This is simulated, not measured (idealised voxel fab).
The document below concerns the process module designated voxel quadruple lines.
The cross-section on display is named cut; it measures 215 nm wide, and its cells are 5 nm squares.
Each cross-section below is a grid of square cells, stated as bands in top-down order, with one or more rows of cells making up each band.
Per band: top height and bottom height in nm, followed by the left-to-right materials and their widths in nm; "everywhere" marks a single material spanning edge to edge, "blank" marks empty space.
Zero point of the height axis is 0; under it, received wafer = one material. Lowest band: continues down indefinitely, "z 0 and below".
Top row gets the first number, bottom row gets the second, and each row in between changes by the same step: that is how a band width like "30->40" works.
You'll sometimes find "stayed the same" written for a step, and that's the way of saying that nowhere in the cross-section did a cell change during that step.
Look at "Enclosed void listing" for the closed voids: empty spaces with no open path to the top, sized 8 cells or up. Each is width x height at distance, distance from the left edge, all nm.
That trailing text on a step's line, after the settings, is the simulator's own remark on the step.
"overlay nm" denotes, for a step that has a mask, the displacement of the mask to the right of its planned place, with negative values corresponding to the left.

### Process steps (planned)
1 RECEIVE (material Si)
2 CONFORMAL_DEP (material SiO2; thk nm 10)
3 DIRECTIONAL_DEP (material Ru; thk nm 15)
4 DIRECTIONAL_DEP (material polySi; thk nm 15)
5 DIRECTIONAL_DEP (material aC; thk nm 25)
6 PATTERN (tone cover; mask id MANDREL; material resist; width nm 20; pitch nm 60; thk nm 35; overlay nm 0)
7 DIRECTIONAL_ETCH (etch materials aC; depth nm 25)
8 STRIP (etch materials resist)
9 CONFORMAL_DEP (material SiO2; thk nm 10)
10 DIRECTIONAL_ETCH (etch materials SiO2; depth nm 10)
11 STRIP (etch materials aC)
12 DIRECTIONAL_ETCH (etch materials polySi; depth nm 15)
13 STRIP (etch materials SiO2)
14 CONFORMAL_DEP (material SiCN; thk nm 5)
15 DIRECTIONAL_ETCH (etch materials SiCN; depth nm 5)
16 STRIP (etch materials polySi)
17 DIRECTIONAL_ETCH (etch materials Ru; depth nm 15)
18 STRIP (etch materials SiCN)
19 FILL_DEP (material lowk; thk nm 10)
20 CMP (height nm 25)

### Here's what the wafer looked like in cross-section when it arrived - that's after step 1
z 0 and below = Si everywhere
Enclosed void listing: none

### Look at the cross-section after the module: the wafer started out the way shown above and the plan was the one shown above, yet one mistake was made along the way
z 25 to 10 = lowk 50; Ru 5; lowk 10; Ru 5; lowk 15; Ru 5; lowk 10; Ru 5; lowk 5; Ru 5; lowk 10; Ru 5; lowk 15; Ru 5; lowk 10; Ru 5; lowk 50
z 10 to 0 = SiO2 everywhere
z 0 and below = Si everywhere
Enclosed void listing: none
Plan not followed: rather than as planned, step 6 actually ran as PATTERN (tone cover; mask id MANDREL; material resist; width nm 25; pitch nm 60; thk nm 35; overlay nm 0)
